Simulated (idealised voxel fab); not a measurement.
process module | voxel capacitor over wiring
cross-section cut | 200 nm wide | cells 5 nm
A cross-section is a grid of square cells, given in bands from the top down. A band is one or more rows of cells.
Each band's line starts with the height of the band's top and of its bottom, in nm. Then come its materials from left to right, each with its width in nm. One material with "throughout" fills the band from edge to edge. "air" is empty space.
Height 0 is the level under which the wafer as received is all one material. The lowest band goes on downwards, as in "0 down".
A width such as "30 to 40" changes by the same amount from each row of cells to the next, from the band's top row to its bottom row.
"no change" after a step means that no cell of the cross-section changed.
closed voids: empty space of 8 cells or more with no open way to the top, each as width x height at its distance from the left edge, in nm
after a step's settings: what the simulator itself notes on the step
overlay nm, on a step with a mask: how far to the right of its planned place the mask lay; to the left if negative
plan
1 op RECEIVE | material Si
2 op CONFORMAL_DEP | material SiO2 | thk nm 15
3 op CONFORMAL_DEP | material SiCN | thk nm 5
4 op DIRECTIONAL_DEP | material lowk | thk nm 20
5 op PATTERN | tone open | mask id METAL_1 | material resist | width nm 20 | pitch nm 70 | thk nm 20 | overlay nm 0
6 op DIRECTIONAL_ETCH | etch materials lowk | depth nm 20
7 op DIRECTIONAL_ETCH | etch materials SiCN | depth nm 5
8 op STRIP | etch materials resist
9 op CONFORMAL_DEP | material TiN | thk nm 5
10 op FILL_DEP | material Cu | thk nm 10
11 op CMP | height nm 40
12 op CONFORMAL_DEP | material SiCN | thk nm 5
13 op DIRECTIONAL_DEP | material lowk | thk nm 10
14 op PATTERN | tone open | mask id PLUG_1 | material resist | width nm 15 | thk nm 15 | overlay nm 0
15 op DIRECTIONAL_ETCH | etch materials lowk | depth nm 10
16 op DIRECTIONAL_ETCH | etch materials SiCN | depth nm 5
17 op STRIP | etch materials resist
18 op EPI | material Ru | thk nm 10
19 op EPI | material Ru | thk nm 5
20 op DIRECTIONAL_DEP | material TiN | thk nm 5
21 op DIRECTIONAL_DEP | material SiN | thk nm 5
22 op DIRECTIONAL_DEP | material TiN | thk nm 5
23 op DIRECTIONAL_DEP | material aC | thk nm 10
24 op PATTERN | tone cover | mask id UPPER_PLATE | material resist | width nm 55 | thk nm 30 | overlay nm 0
25 op DIRECTIONAL_ETCH | etch materials aC | depth nm 10
26 op STRIP | etch materials resist
27 op DIRECTIONAL_ETCH | etch materials TiN | depth nm 5
28 op DIRECTIONAL_ETCH | etch materials SiN | depth nm 5
29 op STRIP | etch materials aC
30 op MASKED_ETCH | tone cover | mask id LOWER_PLATE | width nm 65 | etch materials TiN | depth nm 5 | overlay nm 0
31 op FILL_DEP | material SiO2 | thk nm 15
32 op CMP | height nm 80
33 op PATTERN | tone open | mask id PLUG_2 | material resist | width nm 15 | thk nm 20 | overlay nm 0
34 op DIRECTIONAL_ETCH | etch materials SiO2 | depth nm 10
35 op STRIP | etch materials resist
36 op CONFORMAL_DEP | material TiN | thk nm 5
37 op FILL_DEP | material Cu | thk nm 10
38 op CMP | height nm 80
39 op CONFORMAL_DEP | material SiN | thk nm 5
first wafer, as planned
as received, after step 1
  0 down: Si throughout
  closed voids: none
after step 2
  15 to 0: SiO2 throughout
  below 0: unchanged
after step 3
  20 to 15: SiCN throughout
  below 15: unchanged
after step 4
  40 to 20: lowk throughout
  below 20: unchanged
after step 5
  60 to 40: resist 55 | air 20 | resist 50 | air 20 | resist 55
  below 40: unchanged
after step 6
  60 to 40: resist 55 | air 20 | resist 50 | air 20 | resist 55
  40 to 20: lowk 55 | air 20 | lowk 50 | air 20 | lowk 55
  below 20: unchanged
after step 7
  60 to 40: resist 55 | air 20 | resist 50 | air 20 | resist 55
  40 to 20: lowk 55 | air 20 | lowk 50 | air 20 | lowk 55
  20 to 15: SiCN 55 | air 20 | SiCN 50 | air 20 | SiCN 55
  below 15: unchanged
after step 8
  40 to 20: lowk 55 | air 20 | lowk 50 | air 20 | lowk 55
  below 20: unchanged
after step 9
  45 to 40: TiN 60 | air 10 | TiN 60 | air 10 | TiN 60
  40 to 20: lowk 55 | TiN 5 | air 10 | TiN 5 | lowk 50 | TiN 5 | air 10 | TiN 5 | lowk 55
  20 to 15: SiCN 55 | TiN 20 | SiCN 50 | TiN 20 | SiCN 55
  below 15: unchanged
after step 10
  55 to 45: Cu throughout
  45 to 40: TiN 60 | Cu 10 | TiN 60 | Cu 10 | TiN 60
  40 to 20: lowk 55 | TiN 5 | Cu 10 | TiN 5 | lowk 50 | TiN 5 | Cu 10 | TiN 5 | lowk 55
  below 20: unchanged
after step 11
  40 to 20: lowk 55 | TiN 5 | Cu 10 | TiN 5 | lowk 50 | TiN 5 | Cu 10 | TiN 5 | lowk 55
  below 20: unchanged
after step 12
  45 to 40: SiCN throughout
  below 40: unchanged
after step 13
  55 to 45: lowk throughout
  below 45: unchanged
after step 14
  70 to 55: resist 60 | air 15 | resist 125
  below 55: unchanged
after step 15
  70 to 55: resist 60 | air 15 | resist 125
  55 to 45: lowk 60 | air 15 | lowk 125
  below 45: unchanged
after step 16
  70 to 55: resist 60 | air 15 | resist 125
  55 to 45: lowk 60 | air 15 | lowk 125
  45 to 40: SiCN 60 | air 15 | SiCN 125
  below 40: unchanged
after step 17
  55 to 45: lowk 60 | air 15 | lowk 125
  below 45: unchanged
after step 18
  55 to 50: lowk 60 | air 15 | lowk 125
  50 to 45: lowk 60 | Ru 15 | lowk 125
  45 to 40: SiCN 60 | Ru 15 | SiCN 125
  below 40: unchanged
after step 19
  55 to 45: lowk 60 | Ru 15 | lowk 125
  below 45: unchanged
after step 20
  60 to 55: TiN throughout
  below 55: unchanged
after step 21
  65 to 60: SiN throughout
  below 60: unchanged
after step 22
  70 to 65: TiN throughout
  below 65: unchanged
after step 23
  80 to 70: aC throughout
  below 70: unchanged
after step 24
  110 to 80: air 60 | resist 55 | air 85
  below 80: unchanged
after step 25
  100 to 80: air 60 | resist 55 | air 85
  80 to 70: air 60 | aC 55 | air 85
  below 70: unchanged
after step 26
  80 to 70: air 60 | aC 55 | air 85
  below 70: unchanged
after step 27
  80 to 70: air 60 | aC 55 | air 85
  70 to 65: air 60 | TiN 55 | air 85
  below 65: unchanged
after step 28
  80 to 70: air 60 | aC 55 | air 85
  70 to 65: air 60 | TiN 55 | air 85
  65 to 60: air 60 | SiN 55 | air 85
  below 60: unchanged
after step 29
  70 to 65: air 60 | TiN 55 | air 85
  below 65: unchanged
after step 30
  70 to 65: air 60 | TiN 55 | air 85
  65 to 60: air 60 | SiN 55 | air 85
  60 to 55: air 55 | TiN 65 | air 80
  below 55: unchanged
after step 31
  85 to 70: SiO2 throughout
  70 to 65: SiO2 60 | TiN 55 | SiO2 85
  65 to 60: SiO2 60 | SiN 55 | SiO2 85
  60 to 55: SiO2 55 | TiN 65 | SiO2 80
  below 55: unchanged
after step 32
  80 to 70: SiO2 throughout
  below 70: unchanged
after step 33
  100 to 80: resist 70 | air 15 | resist 115
  below 80: unchanged
after step 34
  100 to 80: resist 70 | air 15 | resist 115
  80 to 70: SiO2 70 | air 15 | SiO2 115
  below 70: unchanged
after step 35
  80 to 70: SiO2 70 | air 15 | SiO2 115
  below 70: unchanged
after step 36
  85 to 80: TiN 75 | air 5 | TiN 120
  80 to 75: SiO2 70 | TiN 5 | air 5 | TiN 5 | SiO2 115
  75 to 65: SiO2 70 to 60 | TiN 15 to 55 | SiO2 115 to 85
  below 65: unchanged
after step 37
  95 to 85: Cu throughout
  85 to 80: TiN 75 | Cu 5 | TiN 120
  80 to 75: SiO2 70 | TiN 5 | Cu 5 | TiN 5 | SiO2 115
  below 75: unchanged
after step 38
  80 to 75: SiO2 70 | TiN 5 | Cu 5 | TiN 5 | SiO2 115
  below 75: unchanged
after step 39
  85 to 80: SiN throughout
  below 80: unchanged
second wafer: like start, like plan, one mistake. Through step 8 it matches the first wafer
when step 9 should have ended
  45 to 40: Ru 60 | air 10 | Ru 60 | air 10 | Ru 60
  40 to 20: lowk 55 | Ru 5 | air 10 | Ru 5 | lowk 50 | Ru 5 | air 10 | Ru 5 | lowk 55
  20 to 15: SiCN 55 | Ru 20 | SiCN 50 | Ru 20 | SiCN 55
  below 15: unchanged
when step 10 should have ended
  55 to 45: Cu throughout
  45 to 40: Ru 60 | Cu 10 | Ru 60 | Cu 10 | Ru 60
  40 to 20: lowk 55 | Ru 5 | Cu 10 | Ru 5 | lowk 50 | Ru 5 | Cu 10 | Ru 5 | lowk 55
  below 20: unchanged
when step 11 should have ended
  40 to 20: lowk 55 | Ru 5 | Cu 10 | Ru 5 | lowk 50 | Ru 5 | Cu 10 | Ru 5 | lowk 55
  below 20: unchanged
when step 12 should have ended
  45 to 40: SiCN throughout
  below 40: unchanged
when step 13 should have ended
  55 to 45: lowk throughout
  below 45: unchanged
when step 14 should have ended
  70 to 55: resist 60 | air 15 | resist 125
  below 55: unchanged
when step 15 should have ended
  70 to 55: resist 60 | air 15 | resist 125
  55 to 45: lowk 60 | air 15 | lowk 125
  below 45: unchanged
when step 16 should have ended
  70 to 55: resist 60 | air 15 | resist 125
  55 to 45: lowk 60 | air 15 | lowk 125
  45 to 40: SiCN 60 | air 15 | SiCN 125
  below 40: unchanged
when step 17 should have ended
  55 to 45: lowk 60 | air 15 | lowk 125
  below 45: unchanged
when step 18 should have ended
  55 to 50: lowk 60 | air 15 | lowk 125
  50 to 45: lowk 60 | Ru 15 | lowk 125
  45 to 40: SiCN 60 | Ru 15 | SiCN 125
  below 40: unchanged
when step 19 should have ended
  55 to 45: lowk 60 | Ru 15 | lowk 125
  below 45: unchanged
when step 20 should have ended
  60 to 55: TiN throughout
  below 55: unchanged
when step 21 should have ended
  65 to 60: SiN throughout
  below 60: unchanged
when step 22 should have ended
  70 to 65: TiN throughout
  below 65: unchanged
when step 23 should have ended
  80 to 70: aC throughout
  below 70: unchanged
when step 24 should have ended
  110 to 80: air 60 | resist 55 | air 85
  below 80: unchanged
when step 25 should have ended
  100 to 80: air 60 | resist 55 | air 85
  80 to 70: air 60 | aC 55 | air 85
  below 70: unchanged
when step 26 should have ended
  80 to 70: air 60 | aC 55 | air 85
  below 70: unchanged
when step 27 should have ended
  80 to 70: air 60 | aC 55 | air 85
  70 to 65: air 60 | TiN 55 | air 85
  below 65: unchanged
when step 28 should have ended
  80 to 70: air 60 | aC 55 | air 85
  70 to 65: air 60 | TiN 55 | air 85
  65 to 60: air 60 | SiN 55 | air 85
  below 60: unchanged
when step 29 should have ended
  70 to 65: air 60 | TiN 55 | air 85
  below 65: unchanged
when step 30 should have ended
  70 to 65: air 60 | TiN 55 | air 85
  65 to 60: air 60 | SiN 55 | air 85
  60 to 55: air 55 | TiN 65 | air 80
  below 55: unchanged
when step 31 should have ended
  85 to 70: SiO2 throughout
  70 to 65: SiO2 60 | TiN 55 | SiO2 85
  65 to 60: SiO2 60 | SiN 55 | SiO2 85
  60 to 55: SiO2 55 | TiN 65 | SiO2 80
  below 55: unchanged
when step 32 should have ended
  80 to 70: SiO2 throughout
  below 70: unchanged
when step 33 should have ended
  100 to 80: resist 70 | air 15 | resist 115
  below 80: unchanged
when step 34 should have ended
  100 to 80: resist 70 | air 15 | resist 115
  80 to 70: SiO2 70 | air 15 | SiO2 115
  below 70: unchanged
when step 35 should have ended
  80 to 70: SiO2 70 | air 15 | SiO2 115
  below 70: unchanged
when step 36 should have ended
  85 to 80: TiN 75 | air 5 | TiN 120
  80 to 75: SiO2 70 | TiN 5 | air 5 | TiN 5 | SiO2 115
  75 to 65: SiO2 70 to 60 | TiN 15 to 55 | SiO2 115 to 85
  below 65: unchanged
when step 37 should have ended
  95 to 85: Cu throughout
  85 to 80: TiN 75 | Cu 5 | TiN 120
  80 to 75: SiO2 70 | TiN 5 | Cu 5 | TiN 5 | SiO2 115
  below 75: unchanged
when step 38 should have ended
  80 to 75: SiO2 70 | TiN 5 | Cu 5 | TiN 5 | SiO2 115
  below 75: unchanged
when step 39 should have ended
  85 to 80: SiN throughout
  below 80: unchanged
what went wrong: step 9 ran as: op CONFORMAL_DEP | material Ru | thk nm 5
at the end the second wafer has, in cells: 24 more of Ru | 24 fewer of TiN
